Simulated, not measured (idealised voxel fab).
process module | voxel gate over fins
cross-section cut | 145 nm wide | cells 5 nm
A cross-section is a grid of square cells, given in bands from the top down. A band is one or more rows of cells.
Each band's line starts with the height of the band's top and of its bottom, in nm. Then come its materials from left to right, each with its width in nm. One material with "throughout" fills the band from edge to edge. "air" is empty space.
Height 0 is the level under which the wafer as received is all one material. The lowest band goes on downwards, as in "0 down".
A width such as "30 to 40" changes by the same amount from each row of cells to the next, from the band's top row to its bottom row.
"no change" after a step means that no cell of the cross-section changed.
closed voids: empty space of 8 cells or more with no open way to the top, each as width x height at its distance from the left edge, in nm
after a step's settings: what the simulator itself notes on the step
overlay nm, on a step with a mask: how far to the right of its planned place the mask lay; to the left if negative
plan
1 op RECEIVE | material Si
2 op CONFORMAL_DEP | material SiN | thk nm 10
3 op DIRECTIONAL_DEP | material aC | thk nm 15
4 op PATTERN | tone cover | mask id FINS | material resist | width nm 15 | pitch nm 40 | thk nm 35 | overlay nm -10
5 op DIRECTIONAL_ETCH | etch materials aC | depth nm 15
6 op STRIP | etch materials resist
7 op DIRECTIONAL_ETCH | etch materials SiN | depth nm 10
8 op DIRECTIONAL_ETCH | etch materials Si | depth nm 30
9 op STRIP | etch materials aC
10 op OXIDIZE | depth nm 5
11 op FILL_DEP | material SiO2 | thk nm 10
12 op CMP | height nm 10
13 op SELECTIVE_ETCH | etch materials SiO2 | depth nm 25
14 op STRIP | etch materials SiN
15 op CONFORMAL_DEP | material HfO2 | thk nm 5
16 op CONFORMAL_DEP | material TiN | thk nm 5
17 op FILL_DEP | material W | thk nm 10
18 op CMP | height nm 15
19 op CONFORMAL_DEP | material SiN | thk nm 5
varied across the wafers: overlay nm of step 4. The plan shows the first wafer's value. All wafers start alike
first wafer as received, after step 1
  0 down: Si throughout
  closed voids: none
each wafer at the end: cells of each material gained (+) or lost (-) since it was received, then its closed voids
overlay nm -10 | +47 HfO2 | -182 Si | +29 SiN | +104 SiO2 | +47 TiN | +71 W | closed voids: none
overlay nm -5 | +47 HfO2 | -182 Si | +29 SiN | +104 SiO2 | +47 TiN | +71 W | closed voids: none
overlay nm 0 | +47 HfO2 | -182 Si | +29 SiN | +104 SiO2 | +47 TiN | +71 W | closed voids: none
overlay nm 5 | +47 HfO2 | -182 Si | +29 SiN | +104 SiO2 | +47 TiN | +71 W | closed voids: none
overlay nm 10 | +47 HfO2 | -182 Si | +29 SiN | +104 SiO2 | +47 TiN | +71 W | closed voids: none
